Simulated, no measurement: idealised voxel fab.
Module name: voxel transistor to metal (process module)
Shown is cross-section cut, with a width of 300 nm and square cells of size 5 nm.
This document writes a cross-section as a grid whose cells are square, and gives it as bands, listed from the top down; one or more rows of cells form a band.
Top, bottom (nm), then materials left to right with widths (nm); lone material tagged "all across" fills the whole band edge to edge; "air" = empty space.
Where do heights start? At 0: under that level the wafer as delivered is made of one material only. And the lowest band has no floor; it just carries on downward, as in "0 -> down".
When a width is written as two numbers, as in "30 to 40", the first number is the width in the top row of cells of the band and the second is the width in its bottom row, and the width changes by the same amount from each row to the next.
The designation "nothing altered", where it is given for a processing step, indicates that no cell of the cross-section was altered in the course of that step.
"Closed void catalog" - sealed voids, min. 8 cells, no opening to top; format: width x height at distance (distance from left edge; nm throughout).
Heads up: the bit after the settings on a step's line is the simulator's remark on that step.
If you see "overlay nm" on a step's line and that step has a mask, it's telling you how far right of where it was planned the mask ended up; a negative number means it went left instead.

Steps in the process plan
- 1: op RECEIVE | material Si
- 2: op CONFORMAL_DEP | material SiO2 | thk nm 5
- 3: op CONFORMAL_DEP | material SiN | thk nm 10
- 4: op DIRECTIONAL_DEP | material aC | thk nm 15
- 5: op PATTERN | tone cover | mask id ACTIVE | material resist | width nm 95 | pitch nm 125 | thk nm 30 | overlay nm 0
- 6: op DIRECTIONAL_ETCH | etch materials aC | depth nm 15
- 7: op STRIP | etch materials resist
- 8: op DIRECTIONAL_ETCH | etch materials SiN | depth nm 10
- 9: op DIRECTIONAL_ETCH | etch materials SiO2 | depth nm 5
- 10: op DIRECTIONAL_ETCH | etch materials Si | depth nm 20
- 11: op STRIP | etch materials aC
- 12: op FILL_DEP | material SiO2 | thk nm 10
- 13: op CMP | height nm 15
- 14: op SELECTIVE_ETCH | etch materials SiO2 | depth nm 5
- 15: op STRIP | etch materials SiN
- 16: op SELECTIVE_ETCH | etch materials SiO2 | depth nm 5
- 17: op OXIDIZE | depth nm 5
- 18: op DIRECTIONAL_DEP | material polySi | thk nm 25
- 19: op DIRECTIONAL_DEP | material SiCN | thk nm 15
- 20: op DIRECTIONAL_DEP | material aC | thk nm 10
- 21: op PATTERN | tone cover | mask id GATE | material resist | width nm 15 | pitch nm 125 | thk nm 25 | overlay nm 0
- 22: op DIRECTIONAL_ETCH | etch materials aC | depth nm 10
- 23: op STRIP | etch materials resist
- 24: op DIRECTIONAL_ETCH | etch materials SiCN | depth nm 25
- 25: op DIRECTIONAL_ETCH | etch materials polySi | depth nm 35
- 26: op STRIP | etch materials aC
- 27: op CONFORMAL_DEP | material SiN | thk nm 5
- 28: op DIRECTIONAL_ETCH | etch materials SiN | depth nm 5
- 29: op DIRECTIONAL_ETCH | etch materials SiO2 | depth nm 5
- 30: op EPI | material nSi | thk nm 5
- 31: op FILL_DEP | material SiO2 | thk nm 10
- 32: op CMP | height nm 40
- 33: op DIRECTIONAL_DEP | material SiO2 | thk nm 15
- 34: op DIRECTIONAL_DEP | material aC | thk nm 15
- 35: op PATTERN | tone open | mask id CONTACT | material resist | width nm 15 | thk nm 35 | overlay nm 0
- 36: op DIRECTIONAL_ETCH | etch materials aC | depth nm 15
- 37: op STRIP | etch materials resist
- 38: op DIRECTIONAL_ETCH | etch materials SiO2 | depth nm 55
- 39: op STRIP | etch materials aC
- 40: op CONFORMAL_DEP | material TiN | thk nm 5
- 41: op FILL_DEP | material W | thk nm 5
- 42: op CMP | height nm 55
- 43: op DIRECTIONAL_DEP | material TiN | thk nm 5
- 44: op DIRECTIONAL_DEP | material W | thk nm 15
- 45: op DIRECTIONAL_DEP | material aC | thk nm 15
- 46: op PATTERN | tone cover | mask id METAL_1 | material resist | width nm 15 | thk nm 30 | overlay nm 0
- 47: op DIRECTIONAL_ETCH | etch materials aC | depth nm 15
- 48: op STRIP | etch materials resist
- 49: op DIRECTIONAL_ETCH | etch materials W | depth nm 15
- 50: op DIRECTIONAL_ETCH | etch materials TiN | depth nm 5
- 51: op STRIP | etch materials aC
- 52: op CONFORMAL_DEP | material SiN | thk nm 5
- 53: op FILL_DEP | material lowk | thk nm 5
- 54: op CMP | height nm 75
- 55: op CONFORMAL_DEP | material SiN | thk nm 5

Here's what the wafer looked like in cross-section when it arrived - that's after step 1
- 0 -> down  Si all across
- Closed void catalog: none

Wafer cross-section at module end: first of two, run to plan
- 80 -> 75  SiN all across
- 75 -> 60  lowk=45  SiN=5  W=15  SiN=5  lowk=35  SiN=5  W=15  SiN=5  lowk=40  SiN=5  W=15  SiN=5  lowk=35  SiN=5  W=15  SiN=5  lowk=45
- 60 -> 55  SiN=50  TiN=15  SiN=45  TiN=15  SiN=50  TiN=15  SiN=45  TiN=15  SiN=50
- 55 -> 40  SiO2=50  TiN=5  W=5  TiN=5  SiO2=45  TiN=5  W=5  TiN=5  SiO2=50  TiN=5  W=5  TiN=5  SiO2=45  TiN=5  W=5  TiN=5  SiO2=50
- 40 -> 25  SiO2=50  TiN=5  W=5  TiN=5  SiO2=10  SiN=5  SiCN=15  SiN=5  SiO2=10  TiN=5  W=5  TiN=5  SiO2=50  TiN=5  W=5  TiN=5  SiO2=10  SiN=5  SiCN=15  SiN=5  SiO2=10  TiN=5  W=5  TiN=5  SiO2=50
- 25 -> 5  SiO2=50  TiN=5  W=5  TiN=5  SiO2=10  SiN=5  polySi=15  SiN=5  SiO2=10  TiN=5  W=5  TiN=5  SiO2=50  TiN=5  W=5  TiN=5  SiO2=10  SiN=5  polySi=15  SiN=5  SiO2=10  TiN=5  W=5  TiN=5  SiO2=50
- 5 -> 0  SiO2=35  SiN=5  SiO2=10  TiN=15  SiO2=10  SiN=5  polySi=15  SiN=5  SiO2=10  TiN=15  SiO2=10  SiN=5  SiO2=20  SiN=5  SiO2=10  TiN=15  SiO2=10  SiN=5  polySi=15  SiN=5  SiO2=10  TiN=15  SiO2=10  SiN=5  SiO2=35
- 0 -> -5  SiO2=40  nSi=35  SiO2=25  nSi=35  SiO2=30  nSi=35  SiO2=25  nSi=35  SiO2=40
- -5 -> -20  SiO2=40  Si=95  SiO2=30  Si=95  SiO2=40
- -20 -> down  Si all across
- Closed void catalog: none

End of module, second wafer, cross-section. Started like the first, planned like the first, run with one mistake
- 85 -> 80  SiN all across
- 80 -> 75  lowk=45  SiN=25  lowk=35  SiN=25  lowk=40  SiN=25  lowk=35  SiN=25  lowk=45
- 75 -> 60  lowk=45  SiN=5  W=15  SiN=5  lowk=35  SiN=5  W=15  SiN=5  lowk=40  SiN=5  W=15  SiN=5  lowk=35  SiN=5  W=15  SiN=5  lowk=45
- 60 -> 55  SiN=50  TiN=15  SiN=45  TiN=15  SiN=50  TiN=15  SiN=45  TiN=15  SiN=50
- 55 -> 40  SiO2=50  TiN=5  W=5  TiN=5  SiO2=45  TiN=5  W=5  TiN=5  SiO2=50  TiN=5  W=5  TiN=5  SiO2=45  TiN=5  W=5  TiN=5  SiO2=50
- 40 -> 25  SiO2=50  TiN=5  W=5  TiN=5  SiO2=10  SiN=5  SiCN=15  SiN=5  SiO2=10  TiN=5  W=5  TiN=5  SiO2=50  TiN=5  W=5  TiN=5  SiO2=10  SiN=5  SiCN=15  SiN=5  SiO2=10  TiN=5  W=5  TiN=5  SiO2=50
- 25 -> 5  SiO2=50  TiN=5  W=5  TiN=5  SiO2=10  SiN=5  polySi=15  SiN=5  SiO2=10  TiN=5  W=5  TiN=5  SiO2=50  TiN=5  W=5  TiN=5  SiO2=10  SiN=5  polySi=15  SiN=5  SiO2=10  TiN=5  W=5  TiN=5  SiO2=50
- 5 -> 0  SiO2=35  SiN=5  SiO2=10  TiN=15  SiO2=10  SiN=5  polySi=15  SiN=5  SiO2=10  TiN=15  SiO2=10  SiN=5  SiO2=20  SiN=5  SiO2=10  TiN=15  SiO2=10  SiN=5  polySi=15  SiN=5  SiO2=10  TiN=15  SiO2=10  SiN=5  SiO2=35
- 0 -> -5  SiO2=40  nSi=35  SiO2=25  nSi=35  SiO2=30  nSi=35  SiO2=25  nSi=35  SiO2=40
- -5 -> -20  SiO2=40  Si=95  SiO2=30  Si=95  SiO2=40
- -20 -> down  Si all across
- Closed void catalog: none
Want to know what went wrong? step 54 changed vs plan, executed as op CMP | height nm 80
The second wafer ends with more or fewer cells of some materials than the first, per final count: +20 SiN | +40 lowk
